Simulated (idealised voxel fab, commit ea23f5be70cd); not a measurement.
Presented below is a process module, voxel spacer lines.
We display cut, a cross-section 275 nm in width whose square cells are each 5 nm.
This document writes a cross-section as a grid whose cells are square, and gives it as bands, listed from the top down; one or more rows of cells form a band. The band entry comprises the height of the band's top followed by the height of its bottom, expressed in nm, and subsequently the band's materials from left to right, each stated together with its width in nm. Where a single material is marked with the word "all across", that material fills the band from edge to edge. The word "blank" represents empty space. Height 0 is the level under which the wafer as received is all one material. The lowest band goes on downwards, as in "0 down". Quick explanation for "30..40": the width changes in equal steps down the rows of cells, from the first number in the band's top row to the second number in its bottom row. For the purposes of this document, the phrase "everything unchanged" attached to a step denotes that no cell within the cross-section was modified by that step. Each empty space that has no open way to the top and spans at least 8 cells appears under "Voids, sealed" as width x height at distance, the distance counted from the left edge, all in nm. That trailing text on a step's line, after the settings, is the simulator's own remark on the step. For masked steps, "overlay nm" on the step line gives how far right of plan the mask actually lay; a minus sign means it lay to the left.

Intended process steps
1 RECEIVE, material Si
2 CONFORMAL_DEP, material Al2O3, thk nm 5
3 DIRECTIONAL_DEP, material SiN, thk nm 10
4 DIRECTIONAL_DEP, material aC, thk nm 20
5 PATTERN, tone cover, mask id MANDREL, material resist, width nm 15, pitch nm 60, thk nm 30, overlay nm 0
6 DIRECTIONAL_ETCH, etch materials aC, depth nm 20
7 STRIP, etch materials resist
8 CONFORMAL_DEP, material SiO2, thk nm 15
9 DIRECTIONAL_ETCH, etch materials SiO2, depth nm 15
10 STRIP, etch materials aC
11 DIRECTIONAL_ETCH, etch materials SiN, depth nm 10
12 STRIP, etch materials SiO2
13 FILL_DEP, material lowk, thk nm 5
14 CMP, height nm 15

What follows covers the first of two wafers; it ran as planned

So this is the incoming wafer in cross-section - it's already been through step 1
> 0 down  Si all across
> Voids, sealed: none

Cross-section of the wafer subsequent to step 2
> 5 to 0  Al2O3 all across
> Unchanged below 0.

Cross-section of the wafer subsequent to step 3
> 15 to 5  SiN all across
> Unchanged below 5.

Cross-section of the wafer subsequent to step 4
> 35 to 15  aC all across
> Unchanged below 15.

Cross-section of the wafer subsequent to step 5
> 65 to 35  blank 70; resist 15; blank 45; resist 15; blank 45; resist 15; blank 70
> Unchanged below 35.

Cross-section of the wafer subsequent to step 6
> 45 to 35  blank 70; resist 15; blank 45; resist 15; blank 45; resist 15; blank 70
> 35 to 15  blank 70; aC 15; blank 45; aC 15; blank 45; aC 15; blank 70
> Unchanged below 15.

Cross-section of the wafer subsequent to step 7
> 35 to 15  blank 70; aC 15; blank 45; aC 15; blank 45; aC 15; blank 70
> Unchanged below 15.

Cross-section of the wafer subsequent to step 8
> 50 to 35  blank 55; SiO2 45; blank 15; SiO2 45; blank 15; SiO2 45; blank 55
> 35 to 30  blank 55; SiO2 15; aC 15; SiO2 15; blank 15; SiO2 15; aC 15; SiO2 15; blank 15; SiO2 15; aC 15; SiO2 15; blank 55
> 30 to 15  SiO2 70; aC 15; SiO2 45; aC 15; SiO2 45; aC 15; SiO2 70
> Unchanged below 15.

Cross-section of the wafer subsequent to step 9
> 35 to 15  blank 55; SiO2 15; aC 15; SiO2 15; blank 15; SiO2 15; aC 15; SiO2 15; blank 15; SiO2 15; aC 15; SiO2 15; blank 55
> Unchanged below 15.

Cross-section of the wafer subsequent to step 10
> 35 to 15  blank 55; SiO2 15; blank 15; SiO2 15; blank 15; SiO2 15; blank 15; SiO2 15; blank 15; SiO2 15; blank 15; SiO2 15; blank 55
> Unchanged below 15.

Cross-section of the wafer subsequent to step 11
> 35 to 15  blank 55; SiO2 15; blank 15; SiO2 15; blank 15; SiO2 15; blank 15; SiO2 15; blank 15; SiO2 15; blank 15; SiO2 15; blank 55
> 15 to 5  blank 55; SiN 15; blank 15; SiN 15; blank 15; SiN 15; blank 15; SiN 15; blank 15; SiN 15; blank 15; SiN 15; blank 55
> Unchanged below 5.

Cross-section of the wafer subsequent to step 12
> 15 to 5  blank 55; SiN 15; blank 15; SiN 15; blank 15; SiN 15; blank 15; SiN 15; blank 15; SiN 15; blank 15; SiN 15; blank 55
> Unchanged below 5.

Cross-section of the wafer subsequent to step 13
> 20 to 15  lowk all across
> 15 to 5  lowk 55; SiN 15; lowk 15; SiN 15; lowk 15; SiN 15; lowk 15; SiN 15; lowk 15; SiN 15; lowk 15; SiN 15; lowk 55
> Unchanged below 5.

Cross-section of the wafer subsequent to step 14
> 15 to 5  lowk 55; SiN 15; lowk 15; SiN 15; lowk 15; SiN 15; lowk 15; SiN 15; lowk 15; SiN 15; lowk 15; SiN 15; lowk 55
> Unchanged below 5.

Second wafer. Start and plan as for the first. One mistake made in running. Agrees with the first up to and including step 4

X-section, second wafer, when step 5 was due to finish
> 65 to 35  blank 70; resist 20; blank 40; resist 20; blank 40; resist 20; blank 65
> Unchanged below 35.

X-section, second wafer, when step 6 was due to finish
> 45 to 35  blank 70; resist 20; blank 40; resist 20; blank 40; resist 20; blank 65
> 35 to 15  blank 70; aC 20; blank 40; aC 20; blank 40; aC 20; blank 65
> Unchanged below 15.

X-section, second wafer, when step 7 was due to finish
> 35 to 15  blank 70; aC 20; blank 40; aC 20; blank 40; aC 20; blank 65
> Unchanged below 15.

X-section, second wafer, when step 8 was due to finish
> 50 to 35  blank 55; SiO2 50; blank 10; SiO2 50; blank 10; SiO2 50; blank 50
> 35 to 30  blank 55; SiO2 15; aC 20; SiO2 15; blank 10; SiO2 15; aC 20; SiO2 15; blank 10; SiO2 15; aC 20; SiO2 15; blank 50
> 30 to 15  SiO2 70; aC 20; SiO2 40; aC 20; SiO2 40; aC 20; SiO2 65
> Unchanged below 15.

X-section, second wafer, when step 9 was due to finish
> 35 to 15  blank 55; SiO2 15; aC 20; SiO2 15; blank 10; SiO2 15; aC 20; SiO2 15; blank 10; SiO2 15; aC 20; SiO2 15; blank 50
> Unchanged below 15.

X-section, second wafer, when step 10 was due to finish
> 35 to 15  blank 55; SiO2 15; blank 20; SiO2 15; blank 10; SiO2 15; blank 20; SiO2 15; blank 10; SiO2 15; blank 20; SiO2 15; blank 50
> Unchanged below 15.

X-section, second wafer, when step 11 was due to finish
> 35 to 15  blank 55; SiO2 15; blank 20; SiO2 15; blank 10; SiO2 15; blank 20; SiO2 15; blank 10; SiO2 15; blank 20; SiO2 15; blank 50
> 15 to 5  blank 55; SiN 15; blank 20; SiN 15; blank 10; SiN 15; blank 20; SiN 15; blank 10; SiN 15; blank 20; SiN 15; blank 50
> Unchanged below 5.

X-section, second wafer, when step 12 was due to finish
> 15 to 5  blank 55; SiN 15; blank 20; SiN 15; blank 10; SiN 15; blank 20; SiN 15; blank 10; SiN 15; blank 20; SiN 15; blank 50
> Unchanged below 5.

X-section, second wafer, when step 13 was due to finish
> 20 to 15  lowk all across
> 15 to 5  lowk 55; SiN 15; lowk 20; SiN 15; lowk 10; SiN 15; lowk 20; SiN 15; lowk 10; SiN 15; lowk 20; SiN 15; lowk 50
> Unchanged below 5.

X-section, second wafer, when step 14 was due to finish
> 15 to 5  lowk 55; SiN 15; lowk 20; SiN 15; lowk 10; SiN 15; lowk 20; SiN 15; lowk 10; SiN 15; lowk 20; SiN 15; lowk 50
> Unchanged below 5.
What was the processing mistake? step 5 was not run as planned; what actually ran was PATTERN, tone cover, mask id MANDREL, material resist, width nm 20, pitch nm 60, thk nm 30, overlay nm 0
Final state: per-material cell counts identical on both wafers; locations differ.
